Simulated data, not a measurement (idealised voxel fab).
process module | voxel fin reveal
cross-section cut | 265 nm wide | cells 5 nm
A cross-section is a grid of square cells, given in bands from the top down. A band is one or more rows of cells.
Each band's line starts with the height of the band's top and of its bottom, in nm. Then come its materials from left to right, each with its width in nm. One material with "throughout" fills the band from edge to edge. "air" is empty space.
Height 0 is the level under which the wafer as received is all one material. The lowest band goes on downwards, as in "0 down".
A width such as "30 to 40" changes by the same amount from each row of cells to the next, from the band's top row to its bottom row.
"no change" after a step means that no cell of the cross-section changed.
closed voids: empty space of 8 cells or more with no open way to the top, each as width x height at its distance from the left edge, in nm
after a step's settings: what the simulator itself notes on the step
overlay nm, on a step with a mask: how far to the right of its planned place the mask lay; to the left if negative
plan
1 op RECEIVE | material Si
2 op CONFORMAL_DEP | material SiN | thk nm 10
3 op DIRECTIONAL_DEP | material aC | thk nm 15
4 op PATTERN | tone cover | mask id FINS | material resist | width nm 15 | pitch nm 40 | thk nm 35 | overlay nm 0
5 op DIRECTIONAL_ETCH | etch materials aC | depth nm 15
6 op STRIP | etch materials resist
7 op DIRECTIONAL_ETCH | etch materials SiN | depth nm 10
8 op DIRECTIONAL_ETCH | etch materials Si | depth nm 30
9 op STRIP | etch materials aC
10 op OXIDIZE | depth nm 5
11 op FILL_DEP | material SiO2 | thk nm 10
12 op CMP | height nm 10
13 op SELECTIVE_ETCH | etch materials SiO2 | depth nm 30
14 op STRIP | etch materials SiN
15 op CONFORMAL_DEP | material SiO2 | thk nm 5
first wafer, as planned
as received, after step 1
  0 down: Si throughout
  closed voids: none
after step 2
  10 to 0: SiN throughout
  below 0: unchanged
after step 3
  25 to 10: aC throughout
  below 10: unchanged
after step 4
  60 to 25: air 85 | resist 15 | air 25 | resist 15 | air 25 | resist 15 | air 85
  below 25: unchanged
after step 5
  45 to 25: air 85 | resist 15 | air 25 | resist 15 | air 25 | resist 15 | air 85
  25 to 10: air 85 | aC 15 | air 25 | aC 15 | air 25 | aC 15 | air 85
  below 10: unchanged
after step 6
  25 to 10: air 85 | aC 15 | air 25 | aC 15 | air 25 | aC 15 | air 85
  below 10: unchanged
after step 7
  25 to 10: air 85 | aC 15 | air 25 | aC 15 | air 25 | aC 15 | air 85
  10 to 0: air 85 | SiN 15 | air 25 | SiN 15 | air 25 | SiN 15 | air 85
  below 0: unchanged
after step 8
  25 to 10: air 85 | aC 15 | air 25 | aC 15 | air 25 | aC 15 | air 85
  10 to 0: air 85 | SiN 15 | air 25 | SiN 15 | air 25 | SiN 15 | air 85
  0 to -30: air 85 | Si 15 | air 25 | Si 15 | air 25 | Si 15 | air 85
  below -30: unchanged
after step 9
  10 to 0: air 85 | SiN 15 | air 25 | SiN 15 | air 25 | SiN 15 | air 85
  below 0: unchanged
after step 10
  10 to 0: air 85 | SiN 15 | air 25 | SiN 15 | air 25 | SiN 15 | air 85
  0 to -30: air 85 | SiO2 5 | Si 5 | SiO2 5 | air 25 | SiO2 5 | Si 5 | SiO2 5 | air 25 | SiO2 5 | Si 5 | SiO2 5 | air 85
  -30 to -35: SiO2 90 | Si 5 | SiO2 35 | Si 5 | SiO2 35 | Si 5 | SiO2 90
  below -35: unchanged
after step 11
  20 to 10: SiO2 throughout
  10 to 0: SiO2 85 | SiN 15 | SiO2 25 | SiN 15 | SiO2 25 | SiN 15 | SiO2 85
  0 to -35: SiO2 90 | Si 5 | SiO2 35 | Si 5 | SiO2 35 | Si 5 | SiO2 90
  below -35: unchanged
after step 12
  10 to 0: SiO2 85 | SiN 15 | SiO2 25 | SiN 15 | SiO2 25 | SiN 15 | SiO2 85
  below 0: unchanged
after step 13
  10 to 0: air 85 | SiN 15 | air 25 | SiN 15 | air 25 | SiN 15 | air 85
  0 to -20: air 90 | Si 5 | air 35 | Si 5 | air 35 | Si 5 | air 90
  below -20: unchanged
after step 14
  0 to -20: air 90 | Si 5 | air 35 | Si 5 | air 35 | Si 5 | air 90
  below -20: unchanged
after step 15
  5 to 0: air 85 | SiO2 15 | air 25 | SiO2 15 | air 25 | SiO2 15 | air 85
  0 to -15: air 85 | SiO2 5 | Si 5 | SiO2 5 | air 25 | SiO2 5 | Si 5 | SiO2 5 | air 25 | SiO2 5 | Si 5 | SiO2 5 | air 85
  -15 to -35: SiO2 90 | Si 5 | SiO2 35 | Si 5 | SiO2 35 | Si 5 | SiO2 90
  below -35: unchanged
second wafer: like start, like plan, one mistake. Through step 3 it matches the first wafer
when step 4 should have ended
  60 to 25: air 80 | resist 15 | air 25 | resist 15 | air 25 | resist 15 | air 90
  below 25: unchanged
when step 5 should have ended
  45 to 25: air 80 | resist 15 | air 25 | resist 15 | air 25 | resist 15 | air 90
  25 to 10: air 80 | aC 15 | air 25 | aC 15 | air 25 | aC 15 | air 90
  below 10: unchanged
when step 6 should have ended
  25 to 10: air 80 | aC 15 | air 25 | aC 15 | air 25 | aC 15 | air 90
  below 10: unchanged
when step 7 should have ended
  25 to 10: air 80 | aC 15 | air 25 | aC 15 | air 25 | aC 15 | air 90
  10 to 0: air 80 | SiN 15 | air 25 | SiN 15 | air 25 | SiN 15 | air 90
  below 0: unchanged
when step 8 should have ended
  25 to 10: air 80 | aC 15 | air 25 | aC 15 | air 25 | aC 15 | air 90
  10 to 0: air 80 | SiN 15 | air 25 | SiN 15 | air 25 | SiN 15 | air 90
  0 to -30: air 80 | Si 15 | air 25 | Si 15 | air 25 | Si 15 | air 90
  below -30: unchanged
when step 9 should have ended
  10 to 0: air 80 | SiN 15 | air 25 | SiN 15 | air 25 | SiN 15 | air 90
  below 0: unchanged
when step 10 should have ended
  10 to 0: air 80 | SiN 15 | air 25 | SiN 15 | air 25 | SiN 15 | air 90
  0 to -30: air 80 | SiO2 5 | Si 5 | SiO2 5 | air 25 | SiO2 5 | Si 5 | SiO2 5 | air 25 | SiO2 5 | Si 5 | SiO2 5 | air 90
  -30 to -35: SiO2 85 | Si 5 | SiO2 35 | Si 5 | SiO2 35 | Si 5 | SiO2 95
  below -35: unchanged
when step 11 should have ended
  20 to 10: SiO2 throughout
  10 to 0: SiO2 80 | SiN 15 | SiO2 25 | SiN 15 | SiO2 25 | SiN 15 | SiO2 90
  0 to -35: SiO2 85 | Si 5 | SiO2 35 | Si 5 | SiO2 35 | Si 5 | SiO2 95
  below -35: unchanged
when step 12 should have ended
  10 to 0: SiO2 80 | SiN 15 | SiO2 25 | SiN 15 | SiO2 25 | SiN 15 | SiO2 90
  below 0: unchanged
when step 13 should have ended
  10 to 0: air 80 | SiN 15 | air 25 | SiN 15 | air 25 | SiN 15 | air 90
  0 to -20: air 85 | Si 5 | air 35 | Si 5 | air 35 | Si 5 | air 95
  below -20: unchanged
when step 14 should have ended
  0 to -20: air 85 | Si 5 | air 35 | Si 5 | air 35 | Si 5 | air 95
  below -20: unchanged
when step 15 should have ended
  5 to 0: air 80 | SiO2 15 | air 25 | SiO2 15 | air 25 | SiO2 15 | air 90
  0 to -15: air 80 | SiO2 5 | Si 5 | SiO2 5 | air 25 | SiO2 5 | Si 5 | SiO2 5 | air 25 | SiO2 5 | Si 5 | SiO2 5 | air 90
  -15 to -35: SiO2 85 | Si 5 | SiO2 35 | Si 5 | SiO2 35 | Si 5 | SiO2 95
  below -35: unchanged
what went wrong: step 4 ran as: op PATTERN | tone cover | mask id FINS | material resist | width nm 15 | pitch nm 40 | thk nm 35 | overlay nm -5
at the end the second wafer has, in cells: as many of each material as the first, in other places
